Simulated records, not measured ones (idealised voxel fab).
Name of the process module below: voxel self aligned contacts
This is section cut - it's 230 nm across, gridded in 5 nm square cells.
A cross-section is a grid of square cells, given in bands from the top down. A band is one or more rows of cells. The entry gives the band's vertical extent as a top height and a bottom height in nm, then its horizontal make-up as materials from left to right, each with a width in nm. "empty" stands for empty space; a single material marked "edge to edge" fills the band edge to edge. A quick word on heights: they are counted from 0, and under that level the wafer as it came to us is one material throughout. The lowest band is different from the rest in having no bottom; it simply continues downward, written as in "0 down". Quick explanation for "30->40": the width changes in equal steps down the rows of cells, from the first number in the band's top row to the second number in its bottom row. "no alterations made", as given for a step, is the statement that not any cell of the cross-section underwent a change during that step. Look at "Enclosed empty spaces" for the closed voids: empty spaces with no open path to the top, sized 8 cells or up. Each is width x height at distance, distance from the left edge, all nm. Read whatever lies past the settings on a step's line as the simulator's own remark about the step. Steps that use a mask can have "overlay nm" on their line. It says how far the mask sat to the right of where it was meant to be. Negative means to the left.

PROCESS STEPS - PLAN
1) RECEIVE with material Si
2) CONFORMAL_DEP with material SiO2, thk nm 5
3) DIRECTIONAL_DEP with material polySi, thk nm 30
4) DIRECTIONAL_DEP with material SiN, thk nm 15
5) DIRECTIONAL_DEP with material aC, thk nm 15
6) PATTERN with tone cover, mask id GATE, material resist, width nm 25, pitch nm 55, thk nm 35, overlay nm 0
7) DIRECTIONAL_ETCH with etch materials aC, depth nm 15
8) STRIP with etch materials resist
9) DIRECTIONAL_ETCH with etch materials SiN, depth nm 15
10) DIRECTIONAL_ETCH with etch materials polySi, depth nm 30
11) STRIP with etch materials aC
12) CONFORMAL_DEP with material SiN, thk nm 5
13) DIRECTIONAL_ETCH with etch materials SiN, depth nm 5
14) FILL_DEP with material SiO2, thk nm 20
15) CMP with height nm 60
16) DIRECTIONAL_DEP with material aC, thk nm 10
17) PATTERN with tone open, mask id CONTACT, material resist, width nm 40, thk nm 30, overlay nm 0
18) DIRECTIONAL_ETCH with etch materials aC, depth nm 10
19) STRIP with etch materials resist
20) DIRECTIONAL_ETCH with etch materials SiO2, depth nm 60
21) STRIP with etch materials aC
22) CONFORMAL_DEP with material TiN, thk nm 5
23) FILL_DEP with material W, thk nm 10
24) CMP with height nm 60
25) CONFORMAL_DEP with material SiN, thk nm 5

THE FIRST OF THE TWO WAFERS, WHICH RAN AS PLANNED

DELIVERED WAFER IN CROSS-SECTION: STATE AFTER STEP 1
0 down = Si edge to edge
Enclosed empty spaces: none

CROSS-SECTION OF THE WAFER AFTER STEP 2
5 to 0 = SiO2 edge to edge
Everything under 0 stays put, no change at all.

CROSS-SECTION OF THE WAFER AFTER STEP 3
35 to 5 = polySi edge to edge
Everything under 5 stays put, no change at all.

CROSS-SECTION OF THE WAFER AFTER STEP 4
50 to 35 = SiN edge to edge
Everything under 35 stays put, no change at all.

CROSS-SECTION OF THE WAFER AFTER STEP 5
65 to 50 = aC edge to edge
Everything under 50 stays put, no change at all.

CROSS-SECTION OF THE WAFER AFTER STEP 6
100 to 65 = empty=75; resist=25; empty=30; resist=25; empty=75
Everything under 65 stays put, no change at all.

CROSS-SECTION OF THE WAFER AFTER STEP 7
85 to 65 = empty=75; resist=25; empty=30; resist=25; empty=75
65 to 50 = empty=75; aC=25; empty=30; aC=25; empty=75
Everything under 50 stays put, no change at all.

CROSS-SECTION OF THE WAFER AFTER STEP 8
65 to 50 = empty=75; aC=25; empty=30; aC=25; empty=75
Everything under 50 stays put, no change at all.

CROSS-SECTION OF THE WAFER AFTER STEP 9
65 to 50 = empty=75; aC=25; empty=30; aC=25; empty=75
50 to 35 = empty=75; SiN=25; empty=30; SiN=25; empty=75
Everything under 35 stays put, no change at all.

CROSS-SECTION OF THE WAFER AFTER STEP 10
65 to 50 = empty=75; aC=25; empty=30; aC=25; empty=75
50 to 35 = empty=75; SiN=25; empty=30; SiN=25; empty=75
35 to 5 = empty=75; polySi=25; empty=30; polySi=25; empty=75
Everything under 5 stays put, no change at all.

CROSS-SECTION OF THE WAFER AFTER STEP 11
50 to 35 = empty=75; SiN=25; empty=30; SiN=25; empty=75
Everything under 35 stays put, no change at all.

CROSS-SECTION OF THE WAFER AFTER STEP 12
55 to 35 = empty=70; SiN=35; empty=20; SiN=35; empty=70
35 to 10 = empty=70; SiN=5; polySi=25; SiN=5; empty=20; SiN=5; polySi=25; SiN=5; empty=70
10 to 5 = SiN=75; polySi=25; SiN=30; polySi=25; SiN=75
Everything under 5 stays put, no change at all.

CROSS-SECTION OF THE WAFER AFTER STEP 13
50 to 35 = empty=70; SiN=35; empty=20; SiN=35; empty=70
35 to 5 = empty=70; SiN=5; polySi=25; SiN=5; empty=20; SiN=5; polySi=25; SiN=5; empty=70
Everything under 5 stays put, no change at all.

CROSS-SECTION OF THE WAFER AFTER STEP 14
70 to 50 = SiO2 edge to edge
50 to 35 = SiO2=70; SiN=35; SiO2=20; SiN=35; SiO2=70
35 to 5 = SiO2=70; SiN=5; polySi=25; SiN=5; SiO2=20; SiN=5; polySi=25; SiN=5; SiO2=70
Everything under 5 stays put, no change at all.

CROSS-SECTION OF THE WAFER AFTER STEP 15
60 to 50 = SiO2 edge to edge
Everything under 50 stays put, no change at all.

CROSS-SECTION OF THE WAFER AFTER STEP 16
70 to 60 = aC edge to edge
Everything under 60 stays put, no change at all.

CROSS-SECTION OF THE WAFER AFTER STEP 17
100 to 70 = resist=95; empty=40; resist=95
Everything under 70 stays put, no change at all.

CROSS-SECTION OF THE WAFER AFTER STEP 18
90 to 70 = resist=95; empty=40; resist=95
70 to 60 = aC=95; empty=40; aC=95
Everything under 60 stays put, no change at all.

CROSS-SECTION OF THE WAFER AFTER STEP 19
70 to 60 = aC=95; empty=40; aC=95
Everything under 60 stays put, no change at all.

CROSS-SECTION OF THE WAFER AFTER STEP 20
70 to 60 = aC=95; empty=40; aC=95
60 to 50 = SiO2=95; empty=40; SiO2=95
50 to 35 = SiO2=70; SiN=35; empty=20; SiN=35; SiO2=70
35 to 5 = SiO2=70; SiN=5; polySi=25; SiN=5; empty=20; SiN=5; polySi=25; SiN=5; SiO2=70
5 to 0 = SiO2=105; empty=20; SiO2=105
Everything under 0 stays put, no change at all.

CROSS-SECTION OF THE WAFER AFTER STEP 21
60 to 50 = SiO2=95; empty=40; SiO2=95
Everything under 50 stays put, no change at all.

CROSS-SECTION OF THE WAFER AFTER STEP 22
65 to 60 = TiN=100; empty=30; TiN=100
60 to 50 = SiO2=95; TiN=5->15; empty=30->10; TiN=5->15; SiO2=95
50 to 35 = SiO2=70; SiN=35; TiN=5; empty=10; TiN=5; SiN=35; SiO2=70
35 to 5 = SiO2=70; SiN=5; polySi=25; SiN=5; TiN=5; empty=10; TiN=5; SiN=5; polySi=25; SiN=5; SiO2=70
5 to 0 = SiO2=105; TiN=20; SiO2=105
Everything under 0 stays put, no change at all.

CROSS-SECTION OF THE WAFER AFTER STEP 23
75 to 65 = W edge to edge
65 to 60 = TiN=100; W=30; TiN=100
60 to 50 = SiO2=95; TiN=5->15; W=30->10; TiN=5->15; SiO2=95
50 to 35 = SiO2=70; SiN=35; TiN=5; W=10; TiN=5; SiN=35; SiO2=70
35 to 5 = SiO2=70; SiN=5; polySi=25; SiN=5; TiN=5; W=10; TiN=5; SiN=5; polySi=25; SiN=5; SiO2=70
Everything under 5 stays put, no change at all.

CROSS-SECTION OF THE WAFER AFTER STEP 24
60 to 50 = SiO2=95; TiN=5->15; W=30->10; TiN=5->15; SiO2=95
Everything under 50 stays put, no change at all.

CROSS-SECTION OF THE WAFER AFTER STEP 25
65 to 60 = SiN edge to edge
Everything under 60 stays put, no change at all.

WAFER TWO. IDENTICAL START, IDENTICAL PLAN. ONE MISTAKE IN EXECUTION. IDENTICAL HISTORY THROUGH STEP 2

SECOND WAFER, SECTIONED VIEW, AT STEP 3'S PLANNED END TIME
65 to 5 = polySi edge to edge
Everything under 5 stays put, no change at all.

SECOND WAFER, SECTIONED VIEW, AT STEP 4'S PLANNED END TIME
80 to 65 = SiN edge to edge
Everything under 65 stays put, no change at all.

SECOND WAFER, SECTIONED VIEW, AT STEP 5'S PLANNED END TIME
95 to 80 = aC edge to edge
Everything under 80 stays put, no change at all.

SECOND WAFER, SECTIONED VIEW, AT STEP 6'S PLANNED END TIME
130 to 95 = empty=75; resist=25; empty=30; resist=25; empty=75
Everything under 95 stays put, no change at all.

SECOND WAFER, SECTIONED VIEW, AT STEP 7'S PLANNED END TIME
115 to 95 = empty=75; resist=25; empty=30; resist=25; empty=75
95 to 80 = empty=75; aC=25; empty=30; aC=25; empty=75
Everything under 80 stays put, no change at all.

SECOND WAFER, SECTIONED VIEW, AT STEP 8'S PLANNED END TIME
95 to 80 = empty=75; aC=25; empty=30; aC=25; empty=75
Everything under 80 stays put, no change at all.

SECOND WAFER, SECTIONED VIEW, AT STEP 9'S PLANNED END TIME
95 to 80 = empty=75; aC=25; empty=30; aC=25; empty=75
80 to 65 = empty=75; SiN=25; empty=30; SiN=25; empty=75
Everything under 65 stays put, no change at all.

SECOND WAFER, SECTIONED VIEW, AT STEP 10'S PLANNED END TIME
95 to 80 = empty=75; aC=25; empty=30; aC=25; empty=75
80 to 65 = empty=75; SiN=25; empty=30; SiN=25; empty=75
65 to 35 = empty=75; polySi=25; empty=30; polySi=25; empty=75
Everything under 35 stays put, no change at all.

SECOND WAFER, SECTIONED VIEW, AT STEP 11'S PLANNED END TIME
80 to 65 = empty=75; SiN=25; empty=30; SiN=25; empty=75
Everything under 65 stays put, no change at all.

SECOND WAFER, SECTIONED VIEW, AT STEP 12'S PLANNED END TIME
85 to 65 = empty=70; SiN=35; empty=20; SiN=35; empty=70
65 to 40 = empty=70; SiN=5; polySi=25; SiN=5; empty=20; SiN=5; polySi=25; SiN=5; empty=70
40 to 35 = SiN=75; polySi=25; SiN=30; polySi=25; SiN=75
Everything under 35 stays put, no change at all.

SECOND WAFER, SECTIONED VIEW, AT STEP 13'S PLANNED END TIME
80 to 65 = empty=70; SiN=35; empty=20; SiN=35; empty=70
65 to 35 = empty=70; SiN=5; polySi=25; SiN=5; empty=20; SiN=5; polySi=25; SiN=5; empty=70
Everything under 35 stays put, no change at all.

SECOND WAFER, SECTIONED VIEW, AT STEP 14'S PLANNED END TIME
100 to 80 = SiO2 edge to edge
80 to 65 = SiO2=70; SiN=35; SiO2=20; SiN=35; SiO2=70
65 to 35 = SiO2=70; SiN=5; polySi=25; SiN=5; SiO2=20; SiN=5; polySi=25; SiN=5; SiO2=70
Everything under 35 stays put, no change at all.

SECOND WAFER, SECTIONED VIEW, AT STEP 15'S PLANNED END TIME
60 to 35 = SiO2=70; SiN=5; polySi=25; SiN=5; SiO2=20; SiN=5; polySi=25; SiN=5; SiO2=70
Everything under 35 stays put, no change at all.

SECOND WAFER, SECTIONED VIEW, AT STEP 16'S PLANNED END TIME
70 to 60 = aC edge to edge
Everything under 60 stays put, no change at all.

SECOND WAFER, SECTIONED VIEW, AT STEP 17'S PLANNED END TIME
100 to 70 = resist=95; empty=40; resist=95
Everything under 70 stays put, no change at all.

SECOND WAFER, SECTIONED VIEW, AT STEP 18'S PLANNED END TIME
90 to 70 = resist=95; empty=40; resist=95
70 to 60 = aC=95; empty=40; aC=95
Everything under 60 stays put, no change at all.

SECOND WAFER, SECTIONED VIEW, AT STEP 19'S PLANNED END TIME
70 to 60 = aC=95; empty=40; aC=95
Everything under 60 stays put, no change at all.

SECOND WAFER, SECTIONED VIEW, AT STEP 20'S PLANNED END TIME
70 to 60 = aC=95; empty=40; aC=95
60 to 35 = SiO2=70; SiN=5; polySi=25; SiN=5; empty=20; SiN=5; polySi=25; SiN=5; SiO2=70
Everything under 35 stays put, no change at all.

SECOND WAFER, SECTIONED VIEW, AT STEP 21'S PLANNED END TIME
60 to 35 = SiO2=70; SiN=5; polySi=25; SiN=5; empty=20; SiN=5; polySi=25; SiN=5; SiO2=70
Everything under 35 stays put, no change at all.

SECOND WAFER, SECTIONED VIEW, AT STEP 22'S PLANNED END TIME
65 to 60 = TiN=110; empty=10; TiN=110
60 to 40 = SiO2=70; SiN=5; polySi=25; SiN=5; TiN=5; empty=10; TiN=5; SiN=5; polySi=25; SiN=5; SiO2=70
40 to 35 = SiO2=70; SiN=5; polySi=25; SiN=5; TiN=20; SiN=5; polySi=25; SiN=5; SiO2=70
Everything under 35 stays put, no change at all.

SECOND WAFER, SECTIONED VIEW, AT STEP 23'S PLANNED END TIME
75 to 65 = W edge to edge
65 to 60 = TiN=110; W=10; TiN=110
60 to 40 = SiO2=70; SiN=5; polySi=25; SiN=5; TiN=5; W=10; TiN=5; SiN=5; polySi=25; SiN=5; SiO2=70
Everything under 40 stays put, no change at all.

SECOND WAFER, SECTIONED VIEW, AT STEP 24'S PLANNED END TIME
60 to 40 = SiO2=70; SiN=5; polySi=25; SiN=5; TiN=5; W=10; TiN=5; SiN=5; polySi=25; SiN=5; SiO2=70
Everything under 40 stays put, no change at all.

SECOND WAFER, SECTIONED VIEW, AT STEP 25'S PLANNED END TIME
65 to 60 = SiN edge to edge
Everything under 60 stays put, no change at all.
Deviation noted in wafer processing: heads up, step 3 of the plan got done twice
Counted in cells at the end, the second wafer holds more or fewer of these materials than the first: 46 fewer of SiN | 184 fewer of SiO2 | 18 fewer of TiN | 18 fewer of W | 266 more of polySi
